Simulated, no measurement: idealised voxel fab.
Title: Process Module voxel double patterning
FYI the section here is cut, 275 nm wide, cells are 5 nm squares.
Cross-section, as written here: a square-cell grid given band by band from the top down, where a band holds one or more rows of cells.
Band entry format. Leading values: height of top, height of bottom, nm. Remainder: materials in left-to-right order, each with its width in nm. Special words: "all across" on a single material, which then fills the band edge to edge; "blank", empty space.
For the purposes of this specification, 0 denotes the height below which the wafer in its as-received condition is composed wholly of one material, and the lowermost band, lacking a lower limit, extends downward without end, as expressed in "0 down".
Width: "30..40" (first number = top row, second number = bottom row, same change from row to row of cells).
The cross-section has no changed cell in any step marked "no change".
This entry, "Closed void listing", enumerates those empty regions of no fewer than 8 cells that possess no open connection to the top. Each region is reported in the form width x height at distance, the distance being taken from the left edge, with all three quantities expressed in nm.
Step line, after settings: the simulator's comment on this step.
The line of a step may include "overlay nm". On a step with a mask, this value is how far to the right of its planned place the mask lay. A negative value means the mask lay to the left.

[plan]
| 1 | RECEIVE (material Si) |
| 2 | CONFORMAL_DEP (material SiO2; thk nm 10) |
| 3 | DIRECTIONAL_DEP (material polySi; thk nm 15) |
| 4 | DIRECTIONAL_DEP (material SiCN; thk nm 5) |
| 5 | MASKED_ETCH (tone open; mask id FIRST; width nm 15; pitch nm 50; etch materials SiCN; depth nm 5; overlay nm 0) |
| 6 | DIRECTIONAL_DEP (material aC; thk nm 10) |
| 7 | PATTERN (tone open; mask id SECOND; material resist; width nm 15; pitch nm 50; thk nm 25; overlay nm 0) |
| 8 | DIRECTIONAL_ETCH (etch materials aC; depth nm 10) |
| 9 | STRIP (etch materials resist) |
| 10 | DIRECTIONAL_ETCH (etch materials SiCN; depth nm 5) |
| 11 | STRIP (etch materials aC) |
| 12 | DIRECTIONAL_ETCH (etch materials polySi; depth nm 15) |
| 13 | STRIP (etch materials SiCN) |

[As-received state of the wafer in cross-section, equivalent to post-step 1]
0 down  Si all across
Closed void listing: none

[Below is the wafer in cross-section after the module was completed. It began from the starting point shown above and followed the plan shown above, except that one mistake was made while running it]
25 to 10  75 of polySi / 15 of blank / 15 of polySi / 15 of blank / 5 of polySi / 15 of blank / 15 of polySi / 15 of blank / 5 of polySi / 15 of blank / 85 of polySi
10 to 0  SiO2 all across
0 down  Si all across
Closed void listing: none
What broke from the plan during processing? step 5, actual vs plan mismatch, actual run MASKED_ETCH (tone open; mask id FIRST; width nm 15; pitch nm 50; etch materials SiCN; depth nm 5; overlay nm -5)
